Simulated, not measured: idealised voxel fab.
The name of this process module is voxel wiring stack.
Section shown: cut. Width: 245 nm. Cell size: 5 nm, square.
In this document a cross-section is written as a grid of square cells. It is given as a series of bands, listed from the top down, and a band is one or more rows of cells. Top, bottom (nm), then materials left to right with widths (nm); lone material tagged "full width" fills the whole band edge to edge; "air" = empty space. Counting heights begins at 0, where everything beneath is, in the wafer as received, one material. The lowest band has no bottom; it goes on downwards, as "0 nm and below" shows. The two numbers in a width such as "30->40" mark its ends across the band: the first belongs to the top row of cells, the second to the bottom row, and from each row to the next the width moves by the same amount. Reading "no modifications" for a step: not a cell of the cross-section changed in it. The list in "Voids lacking openings" covers empty spaces of 8 cells or more that cannot reach the top through any open way, and it gives each as width x height at distance; the distance is from the left edge, and width, height and distance are in nm. Note: text after step settings on the step line = simulator remark on that step. overlay nm: mask offset rightward from planned place, masked step; negative means leftward offset.

-- Steps in the process plan
1. RECEIVE,material Si
2. CONFORMAL_DEP,material SiO2,thk nm 10
3. CONFORMAL_DEP,material SiN,thk nm 5
4. DIRECTIONAL_DEP,material lowk,thk nm 20
5. PATTERN,tone open,mask id METAL_1,material resist,width nm 30,pitch nm 45,thk nm 15,overlay nm 0
6. DIRECTIONAL_ETCH,etch materials lowk,depth nm 20
7. DIRECTIONAL_ETCH,etch materials SiN,depth nm 5
8. STRIP,etch materials resist
9. CONFORMAL_DEP,material TiN,thk nm 5
10. FILL_DEP,material Ru,thk nm 5
11. CMP,height nm 35
12. EPI,material Ru,thk nm 5
13. FILL_DEP,material SiCN,thk nm 5
14. DIRECTIONAL_DEP,material lowk,thk nm 35
15. DIRECTIONAL_DEP,material aC,thk nm 10
16. PATTERN,tone open,mask id METAL_2,material resist,width nm 30,pitch nm 45,thk nm 25,overlay nm 0
17. DIRECTIONAL_ETCH,etch materials aC,depth nm 10
18. STRIP,etch materials resist
19. DIRECTIONAL_ETCH,etch materials lowk,depth nm 20
20. STRIP,etch materials aC
21. DIRECTIONAL_DEP,material aC,thk nm 10
22. PATTERN,tone open,mask id METAL_2_HOLES,material resist,width nm 15,thk nm 30,overlay nm 0
23. DIRECTIONAL_ETCH,etch materials aC,depth nm 10
24. STRIP,etch materials resist
25. DIRECTIONAL_ETCH,etch materials lowk,depth nm 15
26. DIRECTIONAL_ETCH,etch materials SiCN,depth nm 5
27. STRIP,etch materials aC
28. CONFORMAL_DEP,material TiN,thk nm 5
29. FILL_DEP,material Cu,thk nm 5
30. CMP,height nm 80
31. CONFORMAL_DEP,material SiCN,thk nm 5

-- Wafer as received: cross-section following step 1
* 0 nm and below | Si full width
* Voids lacking openings: none

-- Post-module cross-section of the first of two wafers (run per plan)
* 85 nm to 80 nm | SiCN full width
* 80 nm to 65 nm | 85 of lowk / 5 of TiN / 20 of Cu / 5 of TiN / 15 of lowk / 5 of TiN / 20 of Cu / 5 of TiN / 85 of lowk
* 65 nm to 60 nm | 85 of lowk / 5 of TiN / 5 of Cu / 20 of TiN / 15 of lowk / 30 of TiN / 85 of lowk
* 60 nm to 45 nm | 85 of lowk / 5 of TiN / 5 of Cu / 5 of TiN / 145 of lowk
* 45 nm to 40 nm | 85 of SiCN / 15 of TiN / 145 of SiCN
* 40 nm to 35 nm | 80 of SiCN / 40 of Ru / 5 of SiCN / 40 of Ru / 80 of SiCN
* 35 nm to 15 nm | 85 of lowk / 5 of TiN / 20 of Ru / 5 of TiN / 15 of lowk / 5 of TiN / 20 of Ru / 5 of TiN / 85 of lowk
* 15 nm to 10 nm | 85 of SiN / 30 of TiN / 15 of SiN / 30 of TiN / 85 of SiN
* 10 nm to 0 nm | SiO2 full width
* 0 nm and below | Si full width
* Voids lacking openings: none

-- End-of-module cross-section of the second wafer: identical starting point and process plan to the first, with one processing mistake
* 90 nm to 85 nm | SiCN full width
* 85 nm to 80 nm | 90 of TiN / 20 of Cu / 25 of TiN / 20 of Cu / 90 of TiN
* 80 nm to 65 nm | 85 of lowk / 5 of TiN / 20 of Cu / 5 of TiN / 15 of lowk / 5 of TiN / 20 of Cu / 5 of TiN / 85 of lowk
* 65 nm to 60 nm | 85 of lowk / 5 of TiN / 5 of Cu / 20 of TiN / 15 of lowk / 30 of TiN / 85 of lowk
* 60 nm to 45 nm | 85 of lowk / 5 of TiN / 5 of Cu / 5 of TiN / 145 of lowk
* 45 nm to 40 nm | 85 of SiCN / 15 of TiN / 145 of SiCN
* 40 nm to 35 nm | 80 of SiCN / 40 of Ru / 5 of SiCN / 40 of Ru / 80 of SiCN
* 35 nm to 15 nm | 85 of lowk / 5 of TiN / 20 of Ru / 5 of TiN / 15 of lowk / 5 of TiN / 20 of Ru / 5 of TiN / 85 of lowk
* 15 nm to 10 nm | 85 of SiN / 30 of TiN / 15 of SiN / 30 of TiN / 85 of SiN
* 10 nm to 0 nm | SiO2 full width
* 0 nm and below | Si full width
* Voids lacking openings: none
Diagnosis: step 30 was processed under conditions differing from the plan, specifically as CMP,height nm 85
Materials where the second wafer ends with more or fewer cells than the first: Cu +8; TiN +41
